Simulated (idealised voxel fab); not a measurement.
process module | voxel transistor to metal
cross-section cut | 155 nm wide | cells 5 nm
A cross-section is a grid of square cells, given in bands from the top down. A band is one or more rows of cells.
Each band's line starts with the height of the band's top and of its bottom, in nm. Then come its materials from left to right, each with its width in nm. One material with "throughout" fills the band from edge to edge. "air" is empty space.
Height 0 is the level under which the wafer as received is all one material. The lowest band goes on downwards, as in "0 down".
A width such as "30 to 40" changes by the same amount from each row of cells to the next, from the band's top row to its bottom row.
"no change" after a step means that no cell of the cross-section changed.
closed voids: empty space of 8 cells or more with no open way to the top, each as width x height at its distance from the left edge, in nm
after a step's settings: what the simulator itself notes on the step
overlay nm, on a step with a mask: how far to the right of its planned place the mask lay; to the left if negative
plan
1 op RECEIVE | material Si
2 op OXIDIZE | depth nm 5
3 op CONFORMAL_DEP | material SiN | thk nm 10
4 op PATTERN | tone cover | mask id ACTIVE | material resist | width nm 110 | thk nm 15 | overlay nm 0
5 op DIRECTIONAL_ETCH | etch materials SiN | depth nm 10
6 op DIRECTIONAL_ETCH | etch materials SiO2 | depth nm 5
7 op DIRECTIONAL_ETCH | etch materials Si | depth nm 20
8 op STRIP | etch materials resist
9 op OXIDIZE | depth nm 5
10 op FILL_DEP | material SiO2 | thk nm 5
11 op CMP | height nm 10
12 op SELECTIVE_ETCH | etch materials SiO2 | depth nm 5
13 op STRIP | etch materials SiN
14 op SELECTIVE_ETCH | etch materials SiO2 | depth nm 5
15 op OXIDIZE | depth nm 5
16 op DIRECTIONAL_DEP | material polySi | thk nm 25
17 op DIRECTIONAL_DEP | material SiCN | thk nm 15
18 op DIRECTIONAL_DEP | material aC | thk nm 10
19 op PATTERN | tone cover | mask id GATE | material resist | width nm 30 | thk nm 30 | overlay nm 0
20 op DIRECTIONAL_ETCH | etch materials aC | depth nm 10
21 op STRIP | etch materials resist
22 op DIRECTIONAL_ETCH | etch materials SiCN | depth nm 25
23 op DIRECTIONAL_ETCH | etch materials polySi | depth nm 35
24 op STRIP | etch materials aC
25 op CONFORMAL_DEP | material SiO2 | thk nm 5
26 op DIRECTIONAL_ETCH | etch materials SiO2 | depth nm 5
27 op CONFORMAL_DEP | material SiN | thk nm 5
28 op DIRECTIONAL_ETCH | etch materials SiN | depth nm 5
29 op DIRECTIONAL_ETCH | etch materials SiO2 | depth nm 5
30 op DIRECTIONAL_ETCH | etch materials Si | depth nm 5
31 op EPI | material pSi | thk nm 10
32 op FILL_DEP | material SiO2 | thk nm 5
33 op CMP | height nm 20
34 op STRIP | etch materials polySi
35 op SELECTIVE_ETCH | etch materials SiO2 | depth nm 5
36 op CONFORMAL_DEP | material HfO2 | thk nm 5
37 op CONFORMAL_DEP | material TiN | thk nm 5
38 op FILL_DEP | material W | thk nm 5
39 op CMP | height nm 15
40 op DIRECTIONAL_DEP | material SiO2 | thk nm 10
41 op PATTERN | tone open | mask id CONTACT | material resist | width nm 20 | pitch nm 80 | thk nm 20 | overlay nm 0
42 op DIRECTIONAL_ETCH | etch materials SiO2 | depth nm 30
43 op STRIP | etch materials resist
44 op CONFORMAL_DEP | material TiN | thk nm 5
45 op FILL_DEP | material W | thk nm 10
46 op CMP | height nm 25
47 op DIRECTIONAL_DEP | material TiN | thk nm 5
48 op DIRECTIONAL_DEP | material W | thk nm 25
49 op PATTERN | tone cover | mask id METAL_1 | material resist | width nm 20 | pitch nm 80 | thk nm 20 | overlay nm 0
50 op DIRECTIONAL_ETCH | etch materials W | depth nm 25
51 op DIRECTIONAL_ETCH | etch materials TiN | depth nm 5
52 op STRIP | etch materials resist
53 op CONFORMAL_DEP | material SiN | thk nm 5
54 op FILL_DEP | material SiO2 | thk nm 5
55 op CMP | height nm 55
56 op CONFORMAL_DEP | material SiCN | thk nm 5
57 op DIRECTIONAL_DEP | material SiO2 | thk nm 35
58 op DIRECTIONAL_DEP | material aC | thk nm 10
59 op PATTERN | tone open | mask id METAL_2 | material resist | width nm 20 | pitch nm 80 | thk nm 30 | overlay nm 0
60 op DIRECTIONAL_ETCH | etch materials aC | depth nm 10
61 op STRIP | etch materials resist
62 op DIRECTIONAL_ETCH | etch materials SiO2 | depth nm 20
63 op STRIP | etch materials aC
64 op DIRECTIONAL_DEP | material aC | thk nm 15
65 op PATTERN | tone open | mask id METAL_2_HOLES | material resist | width nm 15 | pitch nm 80 | thk nm 30 | overlay nm 0
66 op DIRECTIONAL_ETCH | etch materials aC | depth nm 15
67 op STRIP | etch materials resist
68 op DIRECTIONAL_ETCH | etch materials SiO2 | depth nm 15
69 op DIRECTIONAL_ETCH | etch materials SiCN | depth nm 5
70 op STRIP | etch materials aC
71 op CONFORMAL_DEP | material TiN | thk nm 5
72 op FILL_DEP | material Cu | thk nm 10
73 op CMP | height nm 95
74 op CONFORMAL_DEP | material SiCN | thk nm 5
as received, after step 1
  0 down: Si throughout
  closed voids: none
a wafer at the end: this start, this plan, one mistake
  100 to 95: SiCN throughout
  95 to 80: SiO2 25 | TiN 5 | Cu 10 | TiN 5 | SiO2 60 | TiN 5 | Cu 10 | TiN 5 | SiO2 30
  80 to 75: SiO2 25 | TiN 5 | Cu 5 | TiN 10 | SiO2 60 | TiN 5 | Cu 5 | TiN 10 | SiO2 30
  75 to 60: SiO2 25 | TiN 5 | Cu 5 | TiN 5 | SiO2 65 | TiN 5 | Cu 5 | TiN 5 | SiO2 35
  60 to 55: SiCN 25 | TiN 15 | SiCN 65 | TiN 15 | SiCN 35
  55 to 30: SiO2 20 | SiN 5 | W 20 | SiN 5 | SiO2 50 | SiN 5 | W 20 | SiN 5 | SiO2 25
  30 to 25: SiN 25 | TiN 20 | SiN 60 | TiN 20 | SiN 30
  25 to 15: SiO2 25 | TiN 5 | W 10 | TiN 5 | SiO2 60 | TiN 5 | W 10 | TiN 5 | SiO2 30
  15 to 5: SiO2 25 | TiN 5 | W 10 | TiN 5 | SiO2 5 | SiN 5 | HfO2 15 | TiN 10 | HfO2 15 | SiN 5 | SiO2 5 | TiN 5 | W 10 | TiN 5 | SiO2 30
  5 to 0: SiO2 25 | TiN 5 | W 5 | TiN 10 | SiO2 5 | SiN 5 | HfO2 40 | SiN 5 | SiO2 5 | TiN 10 | W 5 | TiN 5 | SiO2 30
  0 to -5: SiO2 20 | SiN 5 | TiN 15 | pSi 10 | SiN 5 | HfO2 40 | SiN 5 | pSi 10 | TiN 15 | SiN 5 | SiO2 25
  -5 to -10: SiO2 25 | pSi 25 | SiO2 5 | HfO2 40 | SiO2 5 | pSi 25 | SiO2 30
  -10 to -15: SiO2 25 | pSi 25 | Si 50 | pSi 25 | SiO2 30
  -15 to -30: SiO2 25 | Si 100 | SiO2 30
  -30 down: Si throughout
  closed voids: none
what went wrong: step 36 ran as: op CONFORMAL_DEP | material HfO2 | thk nm 15
